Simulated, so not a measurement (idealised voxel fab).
Documented hereafter: the process module known as voxel capacitor over wiring.
This is section cut - it's 225 nm across, gridded in 5 nm square cells.
In what follows, cross-sections appear as grids of square cells, described through bands that run from the top down, where every band is one or more rows of cells.
It is stipulated that each band's entry specify, in nanometres, the height of the top of the band and then that of its bottom, followed by the materials of the band in left-to-right sequence, each together with its width in nanometres. A single material marked by the word "everywhere" is understood to fill the band from edge to edge; the word "empty" is understood to denote empty space.
Convention: height 0 is the level below which the wafer, as received, is all one material. The lowest band does not terminate at the bottom but continues downward, represented as "z 0 and below".
It should be noted that a width expressed as "30 to 40" varies in equal increments from row to row of cells within the band, taking the value of the first number at the top row and that of the second number at the bottom row.
Where the words "remained unchanged" appear for a step, the cross-section shows no cell changed by that step; every cell remained as before.
What "Closed cavity list" gives you is every empty space of 8 cells or more that is cut off from the top. Each appears as width x height at distance, with the distance taken from the left edge and width, height and distance all in nm.
That trailing text on a step's line, after the settings, is the simulator's own remark on the step.
Regarding "overlay nm": on a step with a mask, it is the distance the mask lay to the right of its planned place; a negative value places it to the left.
-- The following list gives the planned process steps
1) RECEIVE with material Si
2) CONFORMAL_DEP with material SiO2, thk nm 10
3) CONFORMAL_DEP with material SiN, thk nm 5
4) DIRECTIONAL_DEP with material lowk, thk nm 25
5) DIRECTIONAL_DEP with material aC, thk nm 15
6) PATTERN with tone open, mask id METAL_1, material resist, width nm 25, pitch nm 80, thk nm 30, overlay nm 0
7) DIRECTIONAL_ETCH with etch materials aC, depth nm 15
8) STRIP with etch materials resist
9) DIRECTIONAL_ETCH with etch materials lowk, depth nm 25
10) DIRECTIONAL_ETCH with etch materials SiN, depth nm 5
11) STRIP with etch materials aC
12) CONFORMAL_DEP with material TiN, thk nm 5
13) FILL_DEP with material Ru, thk nm 5
14) CMP with height nm 40
15) EPI with material Ru, thk nm 5
16) FILL_DEP with material SiCN, thk nm 5
17) DIRECTIONAL_DEP with material lowk, thk nm 20
18) DIRECTIONAL_DEP with material aC, thk nm 10
19) PATTERN with tone open, mask id PLUG_1, material resist, width nm 15, thk nm 25, overlay nm 0
20) DIRECTIONAL_ETCH with etch materials aC, depth nm 10
21) STRIP with etch materials resist
22) DIRECTIONAL_ETCH with etch materials lowk, depth nm 20
23) DIRECTIONAL_ETCH with etch materials SiCN, depth nm 5
24) STRIP with etch materials aC
25) EPI with material Ru, thk nm 10
26) EPI with material Ru, thk nm 10
27) EPI with material Ru, thk nm 5
28) DIRECTIONAL_DEP with material TiN, thk nm 10
29) DIRECTIONAL_DEP with material HfO2, thk nm 5
30) DIRECTIONAL_DEP with material TiN, thk nm 10
31) MASKED_ETCH with tone cover, mask id UPPER_PLATE, width nm 60, etch materials TiN, depth nm 10, overlay nm 0
32) MASKED_ETCH with tone cover, mask id UPPER_PLATE, width nm 60, etch materials HfO2, depth nm 5, overlay nm 0
33) MASKED_ETCH with tone cover, mask id LOWER_PLATE, width nm 70, etch materials TiN, depth nm 10, overlay nm 0
34) FILL_DEP with material SiO2, thk nm 15
35) CMP with height nm 105
36) MASKED_ETCH with tone open, mask id PLUG_2, width nm 15, etch materials SiO2, depth nm 10, overlay nm 0
37) CONFORMAL_DEP with material TiN, thk nm 5
38) FILL_DEP with material W, thk nm 10
39) CMP with height nm 105
40) CONFORMAL_DEP with material SiCN, thk nm 5
-- Cross-section, incoming material, after step 1
z 0 and below | Si everywhere
Closed cavity list: none
-- Result of the module, cross-sectioned: start per above, plan per above, one error in how it was run
z 110 to 105 | SiCN everywhere
z 105 to 100 | SiO2 (80) | TiN (5) | W (5) | TiN (5) | SiO2 (130)
z 100 to 95 | SiO2 (80) | TiN (15) | SiO2 (130)
z 95 to 85 | SiO2 (70) | TiN (60) | SiO2 (95)
z 85 to 80 | SiO2 (70) | HfO2 (60) | SiO2 (95)
z 80 to 70 | SiO2 (65) | TiN (70) | SiO2 (90)
z 70 to 50 | lowk (70) | Ru (15) | lowk (140)
z 50 to 45 | SiCN (70) | Ru (15) | SiCN (140)
z 45 to 40 | Ru (65) | SiCN (15) | Ru (65) | SiCN (15) | Ru (65)
z 40 to 15 | Ru (55) | TiN (5) | lowk (25) | TiN (5) | Ru (45) | TiN (5) | lowk (25) | TiN (5) | Ru (55)
z 15 to 10 | TiN (60) | SiN (25) | TiN (55) | SiN (25) | TiN (60)
z 10 to 0 | SiO2 everywhere
z 0 and below | Si everywhere
Closed cavity list: none
Where did the run depart from the plan? rather than as planned, step 6 actually ran as PATTERN with tone cover, mask id METAL_1, material resist, width nm 25, pitch nm 80, thk nm 30, overlay nm 0
